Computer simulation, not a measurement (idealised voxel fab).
The process module presented herein is designated voxel trench capacitor.
Pictured: cross-section cut, 280 nm wide, on a grid of 5 nm square cells.
A cross-section in this document is a grid of square cells, and it is written down as bands, the top band listed before the ones below it; a band is made up of one or more rows of cells.
Basically the band line says how high the top is and how high the bottom is, in nm, and then what's in it from left to right, every material with its width in nm. Empty space shows up as "air", and if a single material carries "full width" it runs the full band edge to edge.
Height reference: 0 = level under which incoming wafer is all one material. Lowest band: no bottom, runs on downward, e.g. "0 -> down".
So if you see something like "30..40" for the width, read it as the top row of the band sitting at the first number and the bottom row at the second, with every row in between moving by the same amount as the last.
Any step labelled "nothing different" changed none of the cells in the cross-section.
Entry "Sealed void listing". Content: empty spaces with no open connection to the top, size 8 cells or greater. Each: width x height at distance. Distance: from left edge. Unit: nm.
That trailing text on a step's line, after the settings, is the simulator's own remark on the step.
"overlay nm" answers the question of how far to the right of plan the mask lay on a step that has a mask, and when it is negative the answer is to the left.
**Planned process steps**
step 1: RECEIVE, material Si
step 2: CONFORMAL_DEP, material SiN, thk nm 10
step 3: PATTERN, tone open, mask id TRENCH, material resist, width nm 25, pitch nm 45, thk nm 15, overlay nm 0
step 4: DIRECTIONAL_ETCH, etch materials SiN, depth nm 10
step 5: DIRECTIONAL_ETCH, etch materials Si, depth nm 35
step 6: STRIP, etch materials resist
step 7: CONFORMAL_DEP, material Al2O3, thk nm 5
step 8: FILL_DEP, material polySi, thk nm 10
step 9: CMP, height nm 10
**Delivered wafer in cross-section: state after step 1**
	0 -> down: Si full width
	Sealed void listing: none
**The following cross-section depicts the wafer upon conclusion of the module. Processing commenced from the starting condition illustrated above and adhered to the plan illustrated above, save for one mistake in execution**
	10 -> 0: polySi=55 | Al2O3=5 | SiN=25 | Al2O3=5 | polySi=10 | Al2O3=5 | SiN=25 | Al2O3=5 | polySi=10 | Al2O3=5 | SiN=25 | Al2O3=5 | polySi=10 | Al2O3=5 | SiN=25 | Al2O3=5 | polySi=55
	0 -> -30: polySi=55 | Al2O3=5 | Si=25 | Al2O3=5 | polySi=10 | Al2O3=5 | Si=25 | Al2O3=5 | polySi=10 | Al2O3=5 | Si=25 | Al2O3=5 | polySi=10 | Al2O3=5 | Si=25 | Al2O3=5 | polySi=55
	-30 -> -35: Al2O3=60 | Si=25 | Al2O3=20 | Si=25 | Al2O3=20 | Si=25 | Al2O3=20 | Si=25 | Al2O3=60
	-35 -> down: Si full width
	Sealed void listing: none
Error vs. plan: so step 3 ended up running with a different setting than we planned, it ran as PATTERN, tone cover, mask id TRENCH, material resist, width nm 25, pitch nm 45, thk nm 15, overlay nm 0
